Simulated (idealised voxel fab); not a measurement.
Process module name: voxel capacitor over wiring
Pictured: cross-section cut, 270 nm wide, on a grid of 5 nm square cells.
A cross-section is a grid of square cells, given in bands from the top down. A band is one or more rows of cells. Look at the band entry: it leads with the top's height and the bottom's height in nm. Then it lists the materials left to right, with a width in nm for each. The word "full width" on a single material says that material fills the band edge to edge. The word "blank" is empty space. Below 0: as-received wafer, all one material; heights counted from there. Lowest band: no bottom, goes on down, written "0 -> down". You'd read "30->40" like this: the band's top row of cells is as wide as the first number, its bottom row is as wide as the second, and going down, every row changes width by the same amount as the row before did. Any step labelled "stayed the same" changed none of the cells in the cross-section. Look at "Sealed-off cavities" for the closed voids: empty spaces with no open path to the top, sized 8 cells or up. Each is width x height at distance, distance from the left edge, all nm. If you see something after the settings on a step's line, that's the simulator's own remark about that step. When a step includes a mask, the "overlay nm" setting on its line states how far to the right of its planned place that mask lay, and negative values state how far to the left.
# Set out below are the planned steps of the process
1 RECEIVE with material Si
2 CONFORMAL_DEP with material SiO2, thk nm 15
3 CONFORMAL_DEP with material SiCN, thk nm 5
4 DIRECTIONAL_DEP with material SiO2, thk nm 15
5 DIRECTIONAL_DEP with material aC, thk nm 10
6 PATTERN with tone open, mask id METAL_1, material resist, width nm 25, pitch nm 90, thk nm 25, overlay nm 0
7 DIRECTIONAL_ETCH with etch materials aC, depth nm 10
8 STRIP with etch materials resist
9 DIRECTIONAL_ETCH with etch materials SiO2, depth nm 15
10 DIRECTIONAL_ETCH with etch materials SiCN, depth nm 5
11 STRIP with etch materials aC
12 CONFORMAL_DEP with material TiN, thk nm 5
13 FILL_DEP with material Ru, thk nm 5
14 CMP with height nm 35
15 CONFORMAL_DEP with material SiCN, thk nm 5
16 DIRECTIONAL_DEP with material SiO2, thk nm 20
17 MASKED_ETCH with tone open, mask id PLUG_1, width nm 15, etch materials SiO2, depth nm 20, overlay nm 0
18 MASKED_ETCH with tone open, mask id PLUG_1, width nm 15, etch materials SiCN, depth nm 5, overlay nm 0
19 CONFORMAL_DEP with material TiN, thk nm 5
20 FILL_DEP with material Cu, thk nm 5
21 CMP with height nm 60
22 DIRECTIONAL_DEP with material TiN, thk nm 10
23 DIRECTIONAL_DEP with material HfO2, thk nm 5
24 DIRECTIONAL_DEP with material TiN, thk nm 5
25 DIRECTIONAL_DEP with material aC, thk nm 10
26 PATTERN with tone cover, mask id UPPER_PLATE, material resist, width nm 70, thk nm 25, overlay nm 0
27 DIRECTIONAL_ETCH with etch materials aC, depth nm 10
28 STRIP with etch materials resist
29 DIRECTIONAL_ETCH with etch materials TiN, depth nm 5
30 DIRECTIONAL_ETCH with etch materials HfO2, depth nm 5
31 STRIP with etch materials aC
32 DIRECTIONAL_DEP with material aC, thk nm 15
33 PATTERN with tone cover, mask id LOWER_PLATE, material resist, width nm 80, thk nm 30, overlay nm 0
34 DIRECTIONAL_ETCH with etch materials aC, depth nm 15
35 STRIP with etch materials resist
36 DIRECTIONAL_ETCH with etch materials TiN, depth nm 10
37 STRIP with etch materials aC
38 FILL_DEP with material SiO2, thk nm 20
39 CMP with height nm 95
40 MASKED_ETCH with tone open, mask id PLUG_2, width nm 15, etch materials SiO2, depth nm 15, overlay nm 0
41 CONFORMAL_DEP with material TiN, thk nm 5
42 FILL_DEP with material W, thk nm 5
43 CMP with height nm 95
44 CONFORMAL_DEP with material SiCN, thk nm 5
# Received-state cross-section, reflecting completion of step 1
  0 -> down | Si full width
  Sealed-off cavities: none
# Run as planned - first of the two wafers cross-sectioned at the end of the module
  100 -> 95 | SiCN full width
  95 -> 85 | SiO2 95 nm  TiN 5 nm  W 5 nm  TiN 5 nm  SiO2 160 nm
  85 -> 75 | SiO2 95->85 nm  TiN 15->70 nm  SiO2 160->115 nm
  75 -> 70 | SiO2 85 nm  HfO2 70 nm  SiO2 115 nm
  70 -> 60 | SiO2 80 nm  TiN 80 nm  SiO2 110 nm
  60 -> 40 | SiO2 85 nm  TiN 5 nm  Cu 5 nm  TiN 5 nm  SiO2 170 nm
  40 -> 35 | SiCN 85 nm  TiN 15 nm  SiCN 170 nm
  35 -> 20 | SiO2 75 nm  TiN 5 nm  Ru 15 nm  TiN 5 nm  SiO2 65 nm  TiN 5 nm  Ru 15 nm  TiN 5 nm  SiO2 80 nm
  20 -> 15 | SiCN 75 nm  TiN 25 nm  SiCN 65 nm  TiN 25 nm  SiCN 80 nm
  15 -> 0 | SiO2 full width
  0 -> down | Si full width
  Sealed-off cavities: none
# End-of-module cross-section of the second wafer: identical starting point and process plan to the first, with one processing mistake
  110 -> 95 | SiCN full width
  95 -> 85 | SiO2 95 nm  TiN 5 nm  W 5 nm  TiN 5 nm  SiO2 160 nm
  85 -> 75 | SiO2 95->85 nm  TiN 15->70 nm  SiO2 160->115 nm
  75 -> 70 | SiO2 85 nm  HfO2 70 nm  SiO2 115 nm
  70 -> 60 | SiO2 80 nm  TiN 80 nm  SiO2 110 nm
  60 -> 40 | SiO2 85 nm  TiN 5 nm  Cu 5 nm  TiN 5 nm  SiO2 170 nm
  40 -> 35 | SiCN 85 nm  TiN 15 nm  SiCN 170 nm
  35 -> 20 | SiO2 75 nm  TiN 5 nm  Ru 15 nm  TiN 5 nm  SiO2 65 nm  TiN 5 nm  Ru 15 nm  TiN 5 nm  SiO2 80 nm
  20 -> 15 | SiCN 75 nm  TiN 25 nm  SiCN 65 nm  TiN 25 nm  SiCN 80 nm
  15 -> 0 | SiO2 full width
  0 -> down | Si full width
  Sealed-off cavities: none
In executing the process, a mistake was made relative to the plan: step 44: run off-plan, actual operation and settings CONFORMAL_DEP with material SiCN, thk nm 15
Cell-count delta at end, second wafer over first, by material: 108 more of SiCN
